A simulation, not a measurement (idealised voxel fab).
process module | voxel self aligned vias
cross-section cut | 285 nm wide | cells 5 nm
A cross-section is a grid of square cells, given in bands from the top down. A band is one or more rows of cells.
Each band's line starts with the height of the band's top and of its bottom, in nm. Then come its materials from left to right, each with its width in nm. One material with "throughout" fills the band from edge to edge. "air" is empty space.
Height 0 is the level under which the wafer as received is all one material. The lowest band goes on downwards, as in "0 down".
A width such as "30 to 40" changes by the same amount from each row of cells to the next, from the band's top row to its bottom row.
"no change" after a step means that no cell of the cross-section changed.
closed voids: empty space of 8 cells or more with no open way to the top, each as width x height at its distance from the left edge, in nm
after a step's settings: what the simulator itself notes on the step
overlay nm, on a step with a mask: how far to the right of its planned place the mask lay; to the left if negative
plan
1 op RECEIVE | material Si
2 op CONFORMAL_DEP | material SiO2 | thk nm 15
3 op CONFORMAL_DEP | material SiCN | thk nm 5
4 op DIRECTIONAL_DEP | material SiO2 | thk nm 25
5 op DIRECTIONAL_DEP | material aC | thk nm 10
6 op PATTERN | tone open | mask id LINES | material resist | width nm 25 | pitch nm 65 | thk nm 25 | overlay nm 0
7 op DIRECTIONAL_ETCH | etch materials aC | depth nm 10
8 op STRIP | etch materials resist
9 op DIRECTIONAL_ETCH | etch materials SiO2 | depth nm 25
10 op STRIP | etch materials aC
11 op CONFORMAL_DEP | material TiN | thk nm 5
12 op FILL_DEP | material Ru | thk nm 5
13 op CMP | height nm 45
14 op SELECTIVE_ETCH | etch materials W Ru TiN | depth nm 10
15 op FILL_DEP | material SiN | thk nm 10
16 op CMP | height nm 45
17 op DIRECTIONAL_DEP | material SiO2 | thk nm 20
18 op PATTERN | tone open | mask id VIAS | material resist | width nm 45 | pitch nm 130 | thk nm 15 | overlay nm 0
19 op DIRECTIONAL_ETCH | etch materials SiO2 | depth nm 20
20 op DIRECTIONAL_ETCH | etch materials SiN | depth nm 10
21 op STRIP | etch materials resist
22 op CONFORMAL_DEP | material TiN | thk nm 5
23 op FILL_DEP | material Cu | thk nm 10
24 op CMP | height nm 65
25 op CONFORMAL_DEP | material SiCN | thk nm 5
as received, after step 1
  0 down: Si throughout
  closed voids: none
a wafer at the end: this start, this plan, one mistake
  70 to 65: SiCN throughout
  65 to 50: SiO2 55 | TiN 5 | Cu 35 | TiN 5 | SiO2 85 | TiN 5 | Cu 35 | TiN 5 | SiO2 55
  50 to 45: SiO2 55 | TiN 5 | Cu 15 | TiN 25 | SiO2 85 | TiN 5 | Cu 15 | TiN 25 | SiO2 55
  45 to 40: SiO2 55 | TiN 5 | Cu 15 | TiN 5 | SiO2 40 | SiN 25 | SiO2 40 | TiN 5 | Cu 15 | TiN 5 | SiO2 75
  40 to 35: SiO2 55 | TiN 25 | SiO2 40 | SiN 25 | SiO2 40 | TiN 25 | SiO2 75
  35 to 25: SiO2 55 | TiN 5 | Ru 15 | TiN 5 | SiO2 40 | TiN 5 | Ru 15 | TiN 5 | SiO2 40 | TiN 5 | Ru 15 | TiN 5 | SiO2 75
  25 to 20: SiO2 55 | TiN 25 | SiO2 40 | TiN 25 | SiO2 40 | TiN 25 | SiO2 75
  20 to 15: SiCN throughout
  15 to 0: SiO2 throughout
  0 down: Si throughout
  closed voids: none
what went wrong: step 6 ran as: op PATTERN | tone open | mask id LINES | material resist | width nm 25 | pitch nm 65 | thk nm 25 | overlay nm -10
